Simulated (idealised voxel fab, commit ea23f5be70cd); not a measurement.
This is a process module. Its name is voxel fin reveal.
Square cell edge 5 nm, section width 150 nm, ID cut.
If you're reading a cross-section in this doc, picture square cells in a grid; it comes to you as bands, top ones listed first down to the bottom, and a band can be one or more rows of cells. Look at the band entry: it leads with the top's height and the bottom's height in nm. Then it lists the materials left to right, with a width in nm for each. The word "throughout" on a single material says that material fills the band edge to edge. The word "empty" is empty space. Heads up on the height convention: 0 is the point under which the incoming wafer is all one material, and the lowest band has no bottom, it just keeps going down, like "0 down". You'd read "30..40" like this: the band's top row of cells is as wide as the first number, its bottom row is as wide as the second, and going down, every row changes width by the same amount as the row before did. The cross-section has no changed cell in any step marked "nothing changed". You'll see "Trapped void list" listing empty spaces that have no way open to the top, as long as they're 8 cells or more; the notation is width x height at distance, where the distance is from the left edge, and all of it is in nm. Anything after a step's settings on that line? It's the simulator's own note about the step. A step's line can hold "overlay nm"; with a mask on that step, the setting says how far right of the planned place the mask lay, while a negative setting says it lay to the left.

[So here's the lineup of process steps we planned]
1. RECEIVE,material Si
2. CONFORMAL_DEP,material SiN,thk nm 10
3. PATTERN,tone cover,mask id FINS,material resist,width nm 15,pitch nm 40,thk nm 15,overlay nm 0
4. DIRECTIONAL_ETCH,etch materials SiN,depth nm 10
5. DIRECTIONAL_ETCH,etch materials Si,depth nm 30
6. STRIP,etch materials resist
7. FILL_DEP,material SiO2,thk nm 5
8. CMP,height nm 10
9. SELECTIVE_ETCH,etch materials SiO2,depth nm 25
10. STRIP,etch materials SiN
11. CONFORMAL_DEP,material HfO2,thk nm 5

[As-received wafer cross-section (after step 1)]
	0 down: Si throughout
	Trapped void list: none

[Cross-sectional image of the first of two wafers at the end of the module, the run having proceeded as planned]
	5 to 0: 20 of empty  25 of HfO2  15 of empty  25 of HfO2  15 of empty  25 of HfO2  25 of empty
	0 to -10: 20 of empty  5 of HfO2  15 of Si  5 of HfO2  15 of empty  5 of HfO2  15 of Si  5 of HfO2  15 of empty  5 of HfO2  15 of Si  5 of HfO2  25 of empty
	-10 to -15: 25 of HfO2  15 of Si  25 of HfO2  15 of Si  25 of HfO2  15 of Si  30 of HfO2
	-15 to -30: 25 of SiO2  15 of Si  25 of SiO2  15 of Si  25 of SiO2  15 of Si  30 of SiO2
	-30 down: Si throughout
	Trapped void list: none

[End-of-module cross-section of the second wafer: identical starting point and process plan to the first, with one processing mistake]
	5 to 0: 20 of empty  25 of SiN  15 of empty  25 of SiN  15 of empty  25 of SiN  25 of empty
	0 to -10: 20 of empty  5 of SiN  15 of Si  5 of SiN  15 of empty  5 of SiN  15 of Si  5 of SiN  15 of empty  5 of SiN  15 of Si  5 of SiN  25 of empty
	-10 to -15: 25 of SiN  15 of Si  25 of SiN  15 of Si  25 of SiN  15 of Si  30 of SiN
	-15 to -30: 25 of SiO2  15 of Si  25 of SiO2  15 of Si  25 of SiO2  15 of Si  30 of SiO2
	-30 down: Si throughout
	Trapped void list: none
The plan and the run diverged here: step 11 ran differently from the plan; actual operation with settings: CONFORMAL_DEP,material SiN,thk nm 5
Final cells, second wafer relative to first, materials higher or lower: -48 HfO2, +48 SiN
